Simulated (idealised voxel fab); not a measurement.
process module | voxel ribs on slabs
cross-section cut | 215 nm wide | cells 5 nm
A cross-section is a grid of square cells, given in bands from the top down. A band is one or more rows of cells.
Each band's line starts with the height of the band's top and of its bottom, in nm. Then come its materials from left to right, each with its width in nm. One material with "throughout" fills the band from edge to edge. "air" is empty space.
Height 0 is the level under which the wafer as received is all one material. The lowest band goes on downwards, as in "0 down".
A width such as "30 to 40" changes by the same amount from each row of cells to the next, from the band's top row to its bottom row.
"no change" after a step means that no cell of the cross-section changed.
closed voids: empty space of 8 cells or more with no open way to the top, each as width x height at its distance from the left edge, in nm
after a step's settings: what the simulator itself notes on the step
overlay nm, on a step with a mask: how far to the right of its planned place the mask lay; to the left if negative
plan
1 op RECEIVE | material Si
2 op DIRECTIONAL_DEP | material SiO2 | thk nm 25
3 op DIRECTIONAL_DEP | material SiN | thk nm 25
4 op MASKED_ETCH | tone cover | mask id RIB | width nm 30 | etch materials SiN | depth nm 15 | overlay nm 0
5 op DIRECTIONAL_DEP | material aC | thk nm 15
6 op PATTERN | tone cover | mask id SLAB | material resist | width nm 60 | thk nm 35 | overlay nm 0
7 op DIRECTIONAL_ETCH | etch materials aC | depth nm 15
8 op STRIP | etch materials resist
9 op DIRECTIONAL_ETCH | etch materials SiN | depth nm 10
10 op STRIP | etch materials aC
11 op FILL_DEP | material SiO2 | thk nm 25
12 op CMP | height nm 70
13 op DIRECTIONAL_DEP | material W | thk nm 10
14 op PATTERN | tone cover | mask id HEATER | material resist | width nm 40 | thk nm 20 | overlay nm 0
15 op DIRECTIONAL_ETCH | etch materials W | depth nm 10
16 op STRIP | etch materials resist
17 op CONFORMAL_DEP | material SiO2 | thk nm 5
first wafer, as planned
as received, after step 1
  0 down: Si throughout
  closed voids: none
after step 2
  25 to 0: SiO2 throughout
  below 0: unchanged
after step 3
  50 to 25: SiN throughout
  below 25: unchanged
after step 4
  50 to 35: air 90 | SiN 30 | air 95
  below 35: unchanged
after step 5
  65 to 50: air 90 | aC 30 | air 95
  50 to 35: aC 90 | SiN 30 | aC 95
  below 35: unchanged
after step 6
  100 to 65: air 75 | resist 60 | air 80
  65 to 50: air 75 | resist 15 | aC 30 | resist 15 | air 80
  below 50: unchanged
after step 7
  85 to 65: air 75 | resist 60 | air 80
  65 to 50: air 75 | resist 15 | aC 30 | resist 15 | air 80
  50 to 35: air 75 | aC 15 | SiN 30 | aC 15 | air 80
  below 35: unchanged
after step 8
  65 to 50: air 90 | aC 30 | air 95
  below 50: unchanged
after step 9
  65 to 50: air 90 | aC 30 | air 95
  50 to 35: air 75 | aC 15 | SiN 30 | aC 15 | air 80
  35 to 25: air 75 | SiN 60 | air 80
  below 25: unchanged
after step 10
  50 to 35: air 90 | SiN 30 | air 95
  below 35: unchanged
after step 11
  75 to 50: SiO2 throughout
  50 to 35: SiO2 90 | SiN 30 | SiO2 95
  35 to 25: SiO2 75 | SiN 60 | SiO2 80
  below 25: unchanged
after step 12
  70 to 50: SiO2 throughout
  below 50: unchanged
after step 13
  80 to 70: W throughout
  below 70: unchanged
after step 14
  100 to 80: air 85 | resist 40 | air 90
  below 80: unchanged
after step 15
  100 to 80: air 85 | resist 40 | air 90
  80 to 70: air 85 | W 40 | air 90
  below 70: unchanged
after step 16
  80 to 70: air 85 | W 40 | air 90
  below 70: unchanged
after step 17
  85 to 80: air 80 | SiO2 50 | air 85
  80 to 75: air 80 | SiO2 5 | W 40 | SiO2 5 | air 85
  75 to 70: SiO2 85 | W 40 | SiO2 90
  below 70: unchanged
second wafer: like start, like plan, one mistake. Through step 13 it matches the first wafer
when step 14 should have ended
  100 to 80: resist 85 | air 40 | resist 90
  below 80: unchanged
when step 15 should have ended
  100 to 80: resist 85 | air 40 | resist 90
  80 to 70: W 85 | air 40 | W 90
  below 70: unchanged
when step 16 should have ended
  80 to 70: W 85 | air 40 | W 90
  below 70: unchanged
when step 17 should have ended
  85 to 80: SiO2 90 | air 30 | SiO2 95
  80 to 75: W 85 | SiO2 5 | air 30 | SiO2 5 | W 90
  75 to 70: W 85 | SiO2 40 | W 90
  below 70: unchanged
what went wrong: step 14 ran as: op PATTERN | tone open | mask id HEATER | material resist | width nm 40 | thk nm 20 | overlay nm 0
at the end the second wafer has, in cells: 54 more of W
